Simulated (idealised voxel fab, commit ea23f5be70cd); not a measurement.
Proc. module: voxel capacitor over wiring
220 nm wide, 5 nm square cells: that's cross-section cut.
Throughout this document, each cross-section is represented as a grid of square cells and is presented as a sequence of bands enumerated from the top downward, where a band comprises one or more rows of cells.
Band entry format. Leading values: height of top, height of bottom, nm. Remainder: materials in left-to-right order, each with its width in nm. Special words: "edge to edge" on a single material, which then fills the band edge to edge; "blank", empty space.
Where do heights start? At 0: under that level the wafer as delivered is made of one material only. And the lowest band has no floor; it just carries on downward, as in "0 -> down".
So if you see something like "30..40" for the width, read it as the top row of the band sitting at the first number and the bottom row at the second, with every row in between moving by the same amount as the last.
Basically "no alteration" means that step didn't change any cell in the cross-section.
In the "Enclosed void listing" entry, you get each enclosed empty space of 8 cells or more, one with no open way to the top, written width x height at distance, distance from the left edge, in nm.
Past the settings on a step's line: simulator remark, on that step.
The optional step-line setting "overlay nm" applies to steps with a mask and quantifies how far to the right of its planned location the mask lay, a negative value indicating leftward placement.
**Set out below are the planned steps of the process**
- 1: RECEIVE with material Si
- 2: CONFORMAL_DEP with material SiO2, thk nm 10
- 3: CONFORMAL_DEP with material SiN, thk nm 5
- 4: DIRECTIONAL_DEP with material SiO2, thk nm 15
- 5: PATTERN with tone open, mask id METAL_1, material resist, width nm 20, pitch nm 80, thk nm 20, overlay nm 0
- 6: DIRECTIONAL_ETCH with etch materials SiO2, depth nm 15
- 7: DIRECTIONAL_ETCH with etch materials SiN, depth nm 5
- 8: STRIP with etch materials resist
- 9: CONFORMAL_DEP with material TiN, thk nm 5
- 10: FILL_DEP with material Ru, thk nm 10
- 11: CMP with height nm 30
- 12: EPI with material Ru, thk nm 5
- 13: FILL_DEP with material SiCN, thk nm 5
- 14: DIRECTIONAL_DEP with material lowk, thk nm 20
- 15: DIRECTIONAL_DEP with material aC, thk nm 10
- 16: PATTERN with tone open, mask id PLUG_1, material resist, width nm 15, thk nm 25, overlay nm 0
- 17: DIRECTIONAL_ETCH with etch materials aC, depth nm 10
- 18: STRIP with etch materials resist
- 19: DIRECTIONAL_ETCH with etch materials lowk, depth nm 20
- 20: DIRECTIONAL_ETCH with etch materials SiCN, depth nm 5
- 21: STRIP with etch materials aC
- 22: EPI with material Ru, thk nm 10
- 23: EPI with material Ru, thk nm 10
- 24: EPI with material Ru, thk nm 5
- 25: DIRECTIONAL_DEP with material TiN, thk nm 5
- 26: DIRECTIONAL_DEP with material Al2O3, thk nm 5
- 27: DIRECTIONAL_DEP with material TiN, thk nm 5
- 28: DIRECTIONAL_DEP with material aC, thk nm 15
- 29: PATTERN with tone cover, mask id UPPER_PLATE, material resist, width nm 65, thk nm 35, overlay nm 0
- 30: DIRECTIONAL_ETCH with etch materials aC, depth nm 15
- 31: STRIP with etch materials resist
- 32: DIRECTIONAL_ETCH with etch materials TiN, depth nm 5
- 33: DIRECTIONAL_ETCH with etch materials Al2O3, depth nm 5
- 34: STRIP with etch materials aC
- 35: DIRECTIONAL_DEP with material aC, thk nm 15
- 36: PATTERN with tone cover, mask id LOWER_PLATE, material resist, width nm 75, thk nm 35, overlay nm 0
- 37: DIRECTIONAL_ETCH with etch materials aC, depth nm 15
- 38: STRIP with etch materials resist
- 39: DIRECTIONAL_ETCH with etch materials TiN, depth nm 5
- 40: STRIP with etch materials aC
- 41: FILL_DEP with material SiO2, thk nm 15
- 42: CMP with height nm 85
- 43: PATTERN with tone open, mask id PLUG_2, material resist, width nm 15, thk nm 15, overlay nm 0
- 44: DIRECTIONAL_ETCH with etch materials SiO2, depth nm 10
- 45: STRIP with etch materials resist
- 46: CONFORMAL_DEP with material TiN, thk nm 5
- 47: FILL_DEP with material Cu, thk nm 10
- 48: CMP with height nm 85
- 49: CONFORMAL_DEP with material SiN, thk nm 5
**Cross-sectional view of the wafer in its as-received condition, corresponding to the state after step 1**
0 -> down: Si edge to edge
Enclosed void listing: none
**Wafer cross-section at module end: first of two, run to plan**
90 -> 85: SiN edge to edge
85 -> 80: SiO2 75 nm | TiN 5 nm | Cu 5 nm | TiN 5 nm | SiO2 130 nm
80 -> 70: SiO2 75..65 nm | TiN 15..65 nm | SiO2 130..90 nm
70 -> 65: SiO2 65 nm | Al2O3 65 nm | SiO2 90 nm
65 -> 60: SiO2 60 nm | TiN 75 nm | SiO2 85 nm
60 -> 40: lowk 65 nm | Ru 15 nm | lowk 140 nm
40 -> 35: SiCN 65 nm | Ru 15 nm | SiCN 140 nm
35 -> 30: SiCN 55 nm | Ru 30 nm | SiCN 50 nm | Ru 30 nm | SiCN 55 nm
30 -> 15: SiO2 60 nm | TiN 5 nm | Ru 10 nm | TiN 5 nm | SiO2 60 nm | TiN 5 nm | Ru 10 nm | TiN 5 nm | SiO2 60 nm
15 -> 10: SiN 60 nm | TiN 20 nm | SiN 60 nm | TiN 20 nm | SiN 60 nm
10 -> 0: SiO2 edge to edge
0 -> down: Si edge to edge
Enclosed void listing: none
**Cross-sectional image of the second wafer of the two following completion of the module. Starting state and process plan were the same as for the first wafer; one execution error occurred**
90 -> 85: SiN edge to edge
85 -> 80: SiO2 75 nm | TiN 5 nm | Cu 5 nm | TiN 5 nm | SiO2 130 nm
80 -> 70: SiO2 75..65 nm | TiN 15..65 nm | SiO2 130..90 nm
70 -> 65: SiO2 65 nm | Al2O3 65 nm | SiO2 90 nm
65 -> 60: SiO2 60 nm | TiN 75 nm | SiO2 85 nm
60 -> 40: Al2O3 edge to edge
40 -> 35: SiCN edge to edge
35 -> 30: SiCN 55 nm | Ru 30 nm | SiCN 50 nm | Ru 30 nm | SiCN 55 nm
30 -> 15: SiO2 60 nm | TiN 5 nm | Ru 10 nm | TiN 5 nm | SiO2 60 nm | TiN 5 nm | Ru 10 nm | TiN 5 nm | SiO2 60 nm
15 -> 10: SiN 60 nm | TiN 20 nm | SiN 60 nm | TiN 20 nm | SiN 60 nm
10 -> 0: SiO2 edge to edge
0 -> down: Si edge to edge
Enclosed void listing: none
Want to know what went wrong? rather than as planned, step 14 actually ran as DIRECTIONAL_DEP with material Al2O3, thk nm 20
It is noted that, at the conclusion of processing, the second wafer exhibits a higher or lower cell count for certain materials relative to the first: Al2O3 +176, Ru -15, SiCN +3, lowk -164
